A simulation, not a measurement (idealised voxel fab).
voxel spacer lines: a process module
Cross-section cut: width 230 nm, square cells of 5 nm.
The cross-sections in this document take the form of a grid made of square cells. They are written out as bands, in order from top to bottom. Each band consists of one or more rows of cells. The band entry comprises the height of the band's top followed by the height of its bottom, expressed in nm, and subsequently the band's materials from left to right, each stated together with its width in nm. Where a single material is marked with the word "everywhere", that material fills the band from edge to edge. The word "empty" represents empty space. Heights are reckoned from 0. Under this level, the received wafer is all of one material. The bottommost band is open-ended downward, for example "0..down". Graded width ("30..40"): value in top row of band = first number; value in bottom row = second number; row-to-row change constant. "no change occurred" means the step left every cell of the cross-section as it was. Look at "Enclosed voids" for the closed voids: empty spaces with no open path to the top, sized 8 cells or up. Each is width x height at distance, distance from the left edge, all nm. The remark found on a step's line after its settings is issued by the simulator itself and pertains to that step. You can add "overlay nm" to a step's line. For a step with a mask, it describes how far the mask lay to the right of its planned position, and a negative number describes a lay to the left.
# So here's the lineup of process steps we planned
1) RECEIVE | material Si
2) CONFORMAL_DEP | material Al2O3 | thk nm 10
3) DIRECTIONAL_DEP | material polySi | thk nm 20
4) DIRECTIONAL_DEP | material aC | thk nm 30
5) PATTERN | tone cover | mask id MANDREL | material resist | width nm 20 | pitch nm 70 | thk nm 35 | overlay nm 0
6) DIRECTIONAL_ETCH | etch materials aC | depth nm 30
7) STRIP | etch materials resist
8) CONFORMAL_DEP | material SiO2 | thk nm 15
9) DIRECTIONAL_ETCH | etch materials SiO2 | depth nm 15
10) STRIP | etch materials aC
11) DIRECTIONAL_ETCH | etch materials polySi | depth nm 20
12) STRIP | etch materials SiO2
13) FILL_DEP | material SiO2 | thk nm 5
14) CMP | height nm 30
# Cross-section of the wafer as it came to us, i.e., already through step 1
    0..down: Si everywhere
    Enclosed voids: none
# The module was run from the start shown above using the plan shown above, but one mistake was made doing it; the resulting wafer cross-section is below
    30..10: 45 nm SiO2, then 15 nm polySi, then 20 nm SiO2, then 15 nm polySi, then 20 nm SiO2, then 15 nm polySi, then 20 nm SiO2, then 15 nm polySi, then 65 nm SiO2
    10..0: Al2O3 everywhere
    0..down: Si everywhere
    Enclosed voids: none
Deviation from plan: step 5 ran differently from the plan; actual operation with settings: PATTERN | tone cover | mask id MANDREL | material resist | width nm 20 | pitch nm 70 | thk nm 35 | overlay nm -10
